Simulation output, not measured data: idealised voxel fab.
process module | voxel self aligned vias
cross-section cut | 300 nm wide | cells 5 nm
A cross-section is a grid of square cells, given in bands from the top down. A band is one or more rows of cells.
Each band's line starts with the height of the band's top and of its bottom, in nm. Then come its materials from left to right, each with its width in nm. One material with "throughout" fills the band from edge to edge. "air" is empty space.
Height 0 is the level under which the wafer as received is all one material. The lowest band goes on downwards, as in "0 down".
A width such as "30 to 40" changes by the same amount from each row of cells to the next, from the band's top row to its bottom row.
"no change" after a step means that no cell of the cross-section changed.
closed voids: empty space of 8 cells or more with no open way to the top, each as width x height at its distance from the left edge, in nm
after a step's settings: what the simulator itself notes on the step
overlay nm, on a step with a mask: how far to the right of its planned place the mask lay; to the left if negative
plan
1 op RECEIVE | material Si
2 op CONFORMAL_DEP | material SiO2 | thk nm 15
3 op CONFORMAL_DEP | material SiCN | thk nm 5
4 op DIRECTIONAL_DEP | material SiO2 | thk nm 25
5 op PATTERN | tone open | mask id LINES | material resist | width nm 20 | pitch nm 60 | thk nm 15 | overlay nm 0
6 op DIRECTIONAL_ETCH | etch materials SiO2 | depth nm 25
7 op STRIP | etch materials resist
8 op CONFORMAL_DEP | material TiN | thk nm 5
9 op FILL_DEP | material W | thk nm 10
10 op CMP | height nm 45
11 op SELECTIVE_ETCH | etch materials W Ru TiN | depth nm 5
12 op FILL_DEP | material SiN | thk nm 5
13 op CMP | height nm 45
14 op DIRECTIONAL_DEP | material SiO2 | thk nm 20
15 op DIRECTIONAL_DEP | material aC | thk nm 10
16 op PATTERN | tone open | mask id VIAS | material resist | width nm 40 | pitch nm 60 | thk nm 30 | overlay nm 0
17 op DIRECTIONAL_ETCH | etch materials aC | depth nm 10
18 op STRIP | etch materials resist
19 op DIRECTIONAL_ETCH | etch materials SiO2 | depth nm 20
20 op DIRECTIONAL_ETCH | etch materials SiN | depth nm 5
21 op STRIP | etch materials aC
22 op CONFORMAL_DEP | material TiN | thk nm 5
23 op FILL_DEP | material Ru | thk nm 10
24 op CMP | height nm 65
25 op CONFORMAL_DEP | material SiN | thk nm 5
as received, after step 1
  0 down: Si throughout
  closed voids: none
first wafer at the end, as planned
  70 to 65: SiN throughout
  65 to 50: SiO2 70 | TiN 5 | Ru 30 | TiN 5 | SiO2 20 | TiN 5 | Ru 30 | TiN 5 | SiO2 20 | TiN 5 | Ru 30 | TiN 5 | SiO2 70
  50 to 45: SiO2 70 | TiN 15 | Ru 10 | TiN 15 | SiO2 20 | TiN 15 | Ru 10 | TiN 15 | SiO2 20 | TiN 15 | Ru 10 | TiN 15 | SiO2 70
  45 to 40: SiO2 80 | TiN 20 | SiO2 40 | TiN 20 | SiO2 40 | TiN 20 | SiO2 80
  40 to 25: SiO2 80 | TiN 5 | W 10 | TiN 5 | SiO2 40 | TiN 5 | W 10 | TiN 5 | SiO2 40 | TiN 5 | W 10 | TiN 5 | SiO2 80
  25 to 20: SiO2 80 | TiN 20 | SiO2 40 | TiN 20 | SiO2 40 | TiN 20 | SiO2 80
  20 to 15: SiCN throughout
  15 to 0: SiO2 throughout
  0 down: Si throughout
  closed voids: none
second wafer at the end: like start, like plan, one mistake
  70 to 65: SiN throughout
  65 to 50: SiO2 70 | TiN 5 | Ru 35 | TiN 5 | SiO2 15 | TiN 5 | Ru 35 | TiN 5 | SiO2 15 | TiN 5 | Ru 35 | TiN 5 | SiO2 65
  50 to 45: SiO2 70 | TiN 15 | Ru 10 | TiN 20 | SiO2 15 | TiN 15 | Ru 10 | TiN 20 | SiO2 15 | TiN 15 | Ru 10 | TiN 20 | SiO2 65
  45 to 40: SiO2 80 | TiN 20 | SiO2 40 | TiN 20 | SiO2 40 | TiN 20 | SiO2 80
  40 to 25: SiO2 80 | TiN 5 | W 10 | TiN 5 | SiO2 40 | TiN 5 | W 10 | TiN 5 | SiO2 40 | TiN 5 | W 10 | TiN 5 | SiO2 80
  25 to 20: SiO2 80 | TiN 20 | SiO2 40 | TiN 20 | SiO2 40 | TiN 20 | SiO2 80
  20 to 15: SiCN throughout
  15 to 0: SiO2 throughout
  0 down: Si throughout
  closed voids: none
what went wrong: step 16 ran as: op PATTERN | tone open | mask id VIAS | material resist | width nm 45 | pitch nm 60 | thk nm 30 | overlay nm 0
at the end the second wafer has, in cells: 9 more of Ru | 12 fewer of SiO2 | 3 more of TiN
